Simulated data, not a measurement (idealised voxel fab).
process module | voxel self aligned vias
cross-section cut | 190 nm wide | cells 5 nm
A cross-section is a grid of square cells, given in bands from the top down. A band is one or more rows of cells.
Each band's line starts with the height of the band's top and of its bottom, in nm. Then come its materials from left to right, each with its width in nm. One material with "throughout" fills the band from edge to edge. "air" is empty space.
Height 0 is the level under which the wafer as received is all one material. The lowest band goes on downwards, as in "0 down".
A width such as "30 to 40" changes by the same amount from each row of cells to the next, from the band's top row to its bottom row.
"no change" after a step means that no cell of the cross-section changed.
closed voids: empty space of 8 cells or more with no open way to the top, each as width x height at its distance from the left edge, in nm
after a step's settings: what the simulator itself notes on the step
overlay nm, on a step with a mask: how far to the right of its planned place the mask lay; to the left if negative
plan
1 op RECEIVE | material Si
2 op CONFORMAL_DEP | material SiO2 | thk nm 10
3 op CONFORMAL_DEP | material SiCN | thk nm 5
4 op DIRECTIONAL_DEP | material lowk | thk nm 20
5 op PATTERN | tone open | mask id LINES | material resist | width nm 25 | pitch nm 65 | thk nm 20 | overlay nm 0
6 op DIRECTIONAL_ETCH | etch materials lowk | depth nm 20
7 op STRIP | etch materials resist
8 op CONFORMAL_DEP | material TiN | thk nm 5
9 op FILL_DEP | material Ru | thk nm 10
10 op CMP | height nm 35
11 op SELECTIVE_ETCH | etch materials W Ru TiN | depth nm 5
12 op FILL_DEP | material SiN | thk nm 5
13 op CMP | height nm 35
14 op DIRECTIONAL_DEP | material lowk | thk nm 20
15 op MASKED_ETCH | tone open | mask id VIAS | width nm 35 | etch materials lowk | depth nm 20 | overlay nm 0
16 op MASKED_ETCH | tone open | mask id VIAS | width nm 35 | etch materials SiN | depth nm 5 | overlay nm 0
17 op CONFORMAL_DEP | material TiN | thk nm 5
18 op FILL_DEP | material Ru | thk nm 5
19 op CMP | height nm 55
20 op CONFORMAL_DEP | material SiCN | thk nm 5
first wafer, as planned
as received, after step 1
  0 down: Si throughout
  closed voids: none
after step 2
  10 to 0: SiO2 throughout
  below 0: unchanged
after step 3
  15 to 10: SiCN throughout
  below 10: unchanged
after step 4
  35 to 15: lowk throughout
  below 15: unchanged
after step 5
  55 to 35: resist 50 | air 25 | resist 40 | air 25 | resist 50
  below 35: unchanged
after step 6
  55 to 35: resist 50 | air 25 | resist 40 | air 25 | resist 50
  35 to 15: lowk 50 | air 25 | lowk 40 | air 25 | lowk 50
  below 15: unchanged
after step 7
  35 to 15: lowk 50 | air 25 | lowk 40 | air 25 | lowk 50
  below 15: unchanged
after step 8
  40 to 35: TiN 55 | air 15 | TiN 50 | air 15 | TiN 55
  35 to 20: lowk 50 | TiN 5 | air 15 | TiN 5 | lowk 40 | TiN 5 | air 15 | TiN 5 | lowk 50
  20 to 15: lowk 50 | TiN 25 | lowk 40 | TiN 25 | lowk 50
  below 15: unchanged
after step 9
  50 to 40: Ru throughout
  40 to 35: TiN 55 | Ru 15 | TiN 50 | Ru 15 | TiN 55
  35 to 20: lowk 50 | TiN 5 | Ru 15 | TiN 5 | lowk 40 | TiN 5 | Ru 15 | TiN 5 | lowk 50
  below 20: unchanged
after step 10
  35 to 20: lowk 50 | TiN 5 | Ru 15 | TiN 5 | lowk 40 | TiN 5 | Ru 15 | TiN 5 | lowk 50
  below 20: unchanged
after step 11
  35 to 30: lowk 50 | air 25 | lowk 40 | air 25 | lowk 50
  below 30: unchanged
after step 12
  40 to 35: SiN throughout
  35 to 30: lowk 50 | SiN 25 | lowk 40 | SiN 25 | lowk 50
  below 30: unchanged
after step 13
  35 to 30: lowk 50 | SiN 25 | lowk 40 | SiN 25 | lowk 50
  below 30: unchanged
after step 14
  55 to 35: lowk throughout
  below 35: unchanged
after step 15
  55 to 35: lowk 45 | air 35 | lowk 110
  below 35: unchanged
after step 16
  55 to 35: lowk 45 | air 35 | lowk 110
  35 to 30: lowk 50 | air 25 | lowk 40 | SiN 25 | lowk 50
  below 30: unchanged
after step 17
  60 to 55: TiN 50 | air 25 | TiN 115
  55 to 40: lowk 45 | TiN 5 | air 25 | TiN 5 | lowk 110
  40 to 35: lowk 45 | TiN 10 | air 15 | TiN 10 | lowk 110
  35 to 30: lowk 50 | TiN 25 | lowk 40 | SiN 25 | lowk 50
  below 30: unchanged
after step 18
  65 to 60: Ru throughout
  60 to 55: TiN 50 | Ru 25 | TiN 115
  55 to 40: lowk 45 | TiN 5 | Ru 25 | TiN 5 | lowk 110
  40 to 35: lowk 45 | TiN 10 | Ru 15 | TiN 10 | lowk 110
  below 35: unchanged
after step 19
  55 to 40: lowk 45 | TiN 5 | Ru 25 | TiN 5 | lowk 110
  below 40: unchanged
after step 20
  60 to 55: SiCN throughout
  below 55: unchanged
second wafer: like start, like plan, one mistake. Through step 13 it matches the first wafer
when step 14 should have ended
  35 to 30: lowk 45 | air 5 | SiN 25 | air 5 | lowk 35 | SiN 25 | lowk 50
  30 to 20: lowk 45 | air 5 | TiN 5 | Ru 15 | TiN 5 | air 5 | lowk 35 | TiN 5 | Ru 15 | TiN 5 | lowk 50
  20 to 15: lowk 45 | air 5 | TiN 25 | air 5 | lowk 35 | TiN 25 | lowk 50
  below 15: unchanged
when step 15 should have ended
  55 to 35: lowk 45 | air 5 | lowk 25 | air 5 | lowk 110
  35 to 30: lowk 50 | SiN 25 | lowk 40 | SiN 25 | lowk 50
  30 to 20: lowk 50 | TiN 5 | Ru 15 | TiN 5 | lowk 40 | TiN 5 | Ru 15 | TiN 5 | lowk 50
  20 to 15: lowk 50 | TiN 25 | lowk 40 | TiN 25 | lowk 50
  below 15: unchanged
when step 16 should have ended: no change
when step 17 should have ended
  60 to 55: TiN throughout
  55 to 35: lowk 45 | TiN 5 | lowk 25 | TiN 5 | lowk 110
  below 35: unchanged
when step 18 should have ended
  65 to 60: Ru throughout
  below 60: unchanged
when step 19 should have ended
  55 to 35: lowk 45 | TiN 5 | lowk 25 | TiN 5 | lowk 110
  below 35: unchanged
when step 20 should have ended
  60 to 55: SiCN throughout
  below 55: unchanged
what went wrong: steps 14 and 15 were swapped
at the end the second wafer has, in cells: 18 fewer of Ru | 5 more of SiN | 7 fewer of TiN | 20 more of lowk
